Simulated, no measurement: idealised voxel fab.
process module | voxel gate over fins
cross-section cut | 265 nm wide | cells 5 nm
A cross-section is a grid of square cells, given in bands from the top down. A band is one or more rows of cells.
Each band's line starts with the height of the band's top and of its bottom, in nm. Then come its materials from left to right, each with its width in nm. One material with "throughout" fills the band from edge to edge. "air" is empty space.
Height 0 is the level under which the wafer as received is all one material. The lowest band goes on downwards, as in "0 down".
A width such as "30 to 40" changes by the same amount from each row of cells to the next, from the band's top row to its bottom row.
"no change" after a step means that no cell of the cross-section changed.
closed voids: empty space of 8 cells or more with no open way to the top, each as width x height at its distance from the left edge, in nm
after a step's settings: what the simulator itself notes on the step
overlay nm, on a step with a mask: how far to the right of its planned place the mask lay; to the left if negative
plan
1 op RECEIVE | material Si
2 op CONFORMAL_DEP | material SiN | thk nm 10
3 op MASKED_ETCH | tone cover | mask id FINS | width nm 15 | pitch nm 45 | etch materials SiN | depth nm 10 | overlay nm -15
4 op MASKED_ETCH | tone cover | mask id FINS | width nm 15 | pitch nm 45 | etch materials Si | depth nm 30 | overlay nm 0
5 op OXIDIZE | depth nm 5
6 op FILL_DEP | material SiO2 | thk nm 5
7 op CMP | height nm 10
8 op SELECTIVE_ETCH | etch materials SiO2 | depth nm 25
9 op STRIP | etch materials SiN
10 op CONFORMAL_DEP | material HfO2 | thk nm 5
11 op CONFORMAL_DEP | material TiN | thk nm 5
12 op CONFORMAL_DEP | material TiAl | thk nm 5
13 op CONFORMAL_DEP | material TiN | thk nm 5
14 op FILL_DEP | material W | thk nm 10
15 op CMP | height nm 25
16 op CONFORMAL_DEP | material SiCN | thk nm 10
varied across the wafers: overlay nm of step 3. The plan shows the first wafer's value. All wafers start alike
first wafer as received, after step 1
  0 down: Si throughout
  closed voids: none
first wafer at the end, after step 16
  35 to 25: SiCN throughout
  25 to 20: W throughout
  20 to 15: W 25 | TiN 180 | W 60
  15 to 10: W 25 | TiN 5 | TiAl 35 | TiN 10 | TiAl 35 | TiN 10 | TiAl 35 | TiN 10 | TiAl 35 | TiN 20 | W 45
  10 to 5: W 25 | TiN 5 | TiAl 5 | TiN 25 | TiAl 20 | TiN 25 | TiAl 20 | TiN 25 | TiAl 20 | TiN 25 | TiAl 20 | TiN 5 | W 45
  5 to 0: TiN 30 | TiAl 5 | TiN 5 | HfO2 15 | TiN 20 | TiAl 5 | TiN 5 | HfO2 15 | TiN 20 | TiAl 5 | TiN 5 | HfO2 15 | TiN 20 | TiAl 5 | TiN 5 | HfO2 15 | TiN 20 | TiAl 5 | TiN 50
  0 to -5: TiAl 35 | TiN 5 | HfO2 5 | Si 5 | HfO2 20 | TiN 5 | TiAl 5 | TiN 5 | HfO2 5 | Si 5 | HfO2 20 | TiN 5 | TiAl 5 | TiN 5 | HfO2 5 | Si 5 | HfO2 20 | TiN 5 | TiAl 5 | TiN 5 | HfO2 5 | Si 5 | HfO2 20 | TiN 5 | TiAl 55
  -5 to -10: TiN 40 | HfO2 5 | Si 20 | HfO2 5 | TiN 15 | HfO2 5 | Si 20 | HfO2 5 | TiN 15 | HfO2 5 | Si 20 | HfO2 5 | TiN 15 | HfO2 5 | Si 20 | HfO2 5 | TiN 60
  -10 to -15: HfO2 45 | Si 20 | HfO2 25 | Si 20 | HfO2 25 | Si 20 | HfO2 25 | Si 20 | HfO2 65
  -15 to -35: SiO2 45 | Si 20 | SiO2 25 | Si 20 | SiO2 25 | Si 20 | SiO2 25 | Si 20 | SiO2 65
  -35 down: Si throughout
  closed voids: none
last wafer at the end
  35 to 25: SiCN throughout
  25 to 20: W throughout
  20 to 15: W 55 | TiN 180 | W 30
  15 to 10: W 40 | TiN 20 | TiAl 35 | TiN 10 | TiAl 35 | TiN 10 | TiAl 35 | TiN 10 | TiAl 35 | TiN 5 | W 30
  10 to 5: W 40 | TiN 5 | TiAl 20 | TiN 25 | TiAl 20 | TiN 25 | TiAl 20 | TiN 25 | TiAl 20 | TiN 25 | TiAl 5 | TiN 5 | W 30
  5 to 0: TiN 45 | TiAl 5 | TiN 20 | HfO2 15 | TiN 5 | TiAl 5 | TiN 20 | HfO2 15 | TiN 5 | TiAl 5 | TiN 20 | HfO2 15 | TiN 5 | TiAl 5 | TiN 20 | HfO2 15 | TiN 5 | TiAl 5 | TiN 35
  0 to -5: TiAl 50 | TiN 5 | HfO2 20 | Si 5 | HfO2 5 | TiN 5 | TiAl 5 | TiN 5 | HfO2 20 | Si 5 | HfO2 5 | TiN 5 | TiAl 5 | TiN 5 | HfO2 20 | Si 5 | HfO2 5 | TiN 5 | TiAl 5 | TiN 5 | HfO2 20 | Si 5 | HfO2 5 | TiN 5 | TiAl 40
  -5 to -10: TiN 55 | HfO2 5 | Si 20 | HfO2 5 | TiN 15 | HfO2 5 | Si 20 | HfO2 5 | TiN 15 | HfO2 5 | Si 20 | HfO2 5 | TiN 15 | HfO2 5 | Si 20 | HfO2 5 | TiN 45
  -10 to -15: HfO2 60 | Si 20 | HfO2 25 | Si 20 | HfO2 25 | Si 20 | HfO2 25 | Si 20 | HfO2 50
  -15 to -35: SiO2 60 | Si 20 | SiO2 25 | Si 20 | SiO2 25 | Si 20 | SiO2 25 | Si 20 | SiO2 50
  -35 down: Si throughout
  closed voids: none
each wafer at the end: cells of each material gained (+) or lost (-) since it was received, then its closed voids
overlay nm -15 | +77 HfO2 | -271 Si | +106 SiCN | +148 SiO2 | +71 TiAl | +142 TiN | +98 W | closed voids: none
overlay nm -10 | +77 HfO2 | -295 Si | +106 SiCN | +164 SiO2 | +77 TiAl | +142 TiN | +100 W | closed voids: none
overlay nm -5 | +77 HfO2 | -319 Si | +106 SiCN | +180 SiO2 | +77 TiAl | +148 TiN | +102 W | closed voids: none
overlay nm 0 | +77 HfO2 | -343 Si | +106 SiCN | +196 SiO2 | +77 TiAl | +154 TiN | +104 W | closed voids: none
overlay nm 5 | +77 HfO2 | -319 Si | +106 SiCN | +180 SiO2 | +77 TiAl | +148 TiN | +102 W | closed voids: none
overlay nm 10 | +77 HfO2 | -295 Si | +106 SiCN | +164 SiO2 | +77 TiAl | +142 TiN | +100 W | closed voids: none
overlay nm 15 | +77 HfO2 | -271 Si | +106 SiCN | +148 SiO2 | +71 TiAl | +142 TiN | +98 W | closed voids: none
